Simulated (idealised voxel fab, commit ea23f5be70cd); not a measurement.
The following is a process module called voxel wiring stack.
In the cross-section labelled cut, the width is 255 nm and each square cell is 5 nm.
A cross-section in this document is a grid of square cells, and it is written down as bands, the top band listed before the ones below it; a band is made up of one or more rows of cells. Look at the band entry: it leads with the top's height and the bottom's height in nm. Then it lists the materials left to right, with a width in nm for each. The word "full width" on a single material says that material fills the band edge to edge. The word "blank" is empty space. A quick word on heights: they are counted from 0, and under that level the wafer as it came to us is one material throughout. The lowest band is different from the rest in having no bottom; it simply continues downward, written as in "from 0 down". Per-row width for "30 to 40": begins at first number (top row of band), ends at second number (bottom row), increment between rows held constant. Where the words "everything unchanged" appear for a step, the cross-section shows no cell changed by that step; every cell remained as before. What "Trapped cavities" gives you is every empty space of 8 cells or more that is cut off from the top. Each appears as width x height at distance, with the distance taken from the left edge and width, height and distance all in nm. Read whatever lies past the settings on a step's line as the simulator's own remark about the step. If you see "overlay nm" on a step's line and that step has a mask, it's telling you how far right of where it was planned the mask ended up; a negative number means it went left instead.
Set out below are the planned steps of the process:
1,op RECEIVE | material Si
2,op CONFORMAL_DEP | material SiO2 | thk nm 15
3,op CONFORMAL_DEP | material SiCN | thk nm 5
4,op DIRECTIONAL_DEP | material lowk | thk nm 15
5,op DIRECTIONAL_DEP | material aC | thk nm 15
6,op PATTERN | tone open | mask id METAL_1 | material resist | width nm 25 | pitch nm 50 | thk nm 30 | overlay nm 0
7,op DIRECTIONAL_ETCH | etch materials aC | depth nm 15
8,op STRIP | etch materials resist
9,op DIRECTIONAL_ETCH | etch materials lowk | depth nm 15
10,op DIRECTIONAL_ETCH | etch materials SiCN | depth nm 5
11,op STRIP | etch materials aC
12,op CONFORMAL_DEP | material TiN | thk nm 5
13,op FILL_DEP | material Cu | thk nm 5
14,op CMP | height nm 35
15,op CONFORMAL_DEP | material SiCN | thk nm 5
16,op DIRECTIONAL_DEP | material lowk | thk nm 15
17,op DIRECTIONAL_DEP | material aC | thk nm 15
18,op PATTERN | tone open | mask id PLUG_1 | material resist | width nm 15 | pitch nm 50 | thk nm 35 | overlay nm 0
19,op DIRECTIONAL_ETCH | etch materials aC | depth nm 15
20,op STRIP | etch materials resist
21,op DIRECTIONAL_ETCH | etch materials lowk | depth nm 15
22,op DIRECTIONAL_ETCH | etch materials SiCN | depth nm 5
23,op STRIP | etch materials aC
24,op EPI | material Ru | thk nm 10
25,op EPI | material Ru | thk nm 10
26,op CONFORMAL_DEP | material SiN | thk nm 5
27,op DIRECTIONAL_DEP | material lowk | thk nm 15
28,op MASKED_ETCH | tone open | mask id METAL_2 | width nm 25 | pitch nm 50 | etch materials lowk | depth nm 15 | overlay nm 0
29,op MASKED_ETCH | tone open | mask id METAL_2 | width nm 25 | pitch nm 50 | etch materials SiN | depth nm 5 | overlay nm 0
30,op CONFORMAL_DEP | material TiN | thk nm 5
31,op FILL_DEP | material W | thk nm 5
32,op CMP | height nm 75
33,op CONFORMAL_DEP | material SiCN | thk nm 5
34,op DIRECTIONAL_DEP | material SiO2 | thk nm 15
35,op PATTERN | tone open | mask id PLUG_2 | material resist | width nm 15 | pitch nm 50 | thk nm 15 | overlay nm 0
36,op DIRECTIONAL_ETCH | etch materials SiO2 | depth nm 15
37,op DIRECTIONAL_ETCH | etch materials SiCN | depth nm 5
38,op STRIP | etch materials resist
39,op EPI | material Ru | thk nm 10
40,op EPI | material Ru | thk nm 10
41,op DIRECTIONAL_DEP | material TiN | thk nm 5
42,op DIRECTIONAL_DEP | material W | thk nm 15
43,op DIRECTIONAL_DEP | material aC | thk nm 10
44,op PATTERN | tone cover | mask id METAL_3 | material resist | width nm 15 | pitch nm 50 | thk nm 25 | overlay nm 0
45,op DIRECTIONAL_ETCH | etch materials aC | depth nm 10
46,op STRIP | etch materials resist
47,op DIRECTIONAL_ETCH | etch materials W | depth nm 15
48,op DIRECTIONAL_ETCH | etch materials TiN | depth nm 5
49,op STRIP | etch materials aC
50,op CONFORMAL_DEP | material SiCN | thk nm 5
51,op FILL_DEP | material SiO2 | thk nm 10
52,op CMP | height nm 115
53,op CONFORMAL_DEP | material SiCN | thk nm 5
Don't read the plan's width nm for step 44 as applying to every wafer: that's the first wafer's value, and the wafers differ in it, though they all start identical.
Cross-sectional view of the first of several wafers in the as-received condition, corresponding to the state following step 1:
	from 0 down | Si full width
	Trapped cavities: none
Note: the following table is arranged by wafer, a row apiece. Each row reports the end-of-module state: per material, cells gained (+) or cells lost (-) compared with the wafer as received; closed voids follow:
width nm 15; +18 Cu; +48 Ru; +239 SiCN; +41 SiN; +411 SiO2; +50 TiN; +36 W; +381 lowk; Trapped cavities: none
width nm 20; +18 Cu; +48 Ru; +237 SiCN; +41 SiN; +405 SiO2; +52 TiN; +42 W; +381 lowk; Trapped cavities: none
width nm 25; +18 Cu; +48 Ru; +235 SiCN; +41 SiN; +399 SiO2; +54 TiN; +48 W; +381 lowk; Trapped cavities: none
width nm 30; +18 Cu; +48 Ru; +233 SiCN; +41 SiN; +393 SiO2; +56 TiN; +54 W; +381 lowk; Trapped cavities: none
width nm 35; +18 Cu; +48 Ru; +231 SiCN; +41 SiN; +387 SiO2; +58 TiN; +60 W; +381 lowk; Trapped cavities: none
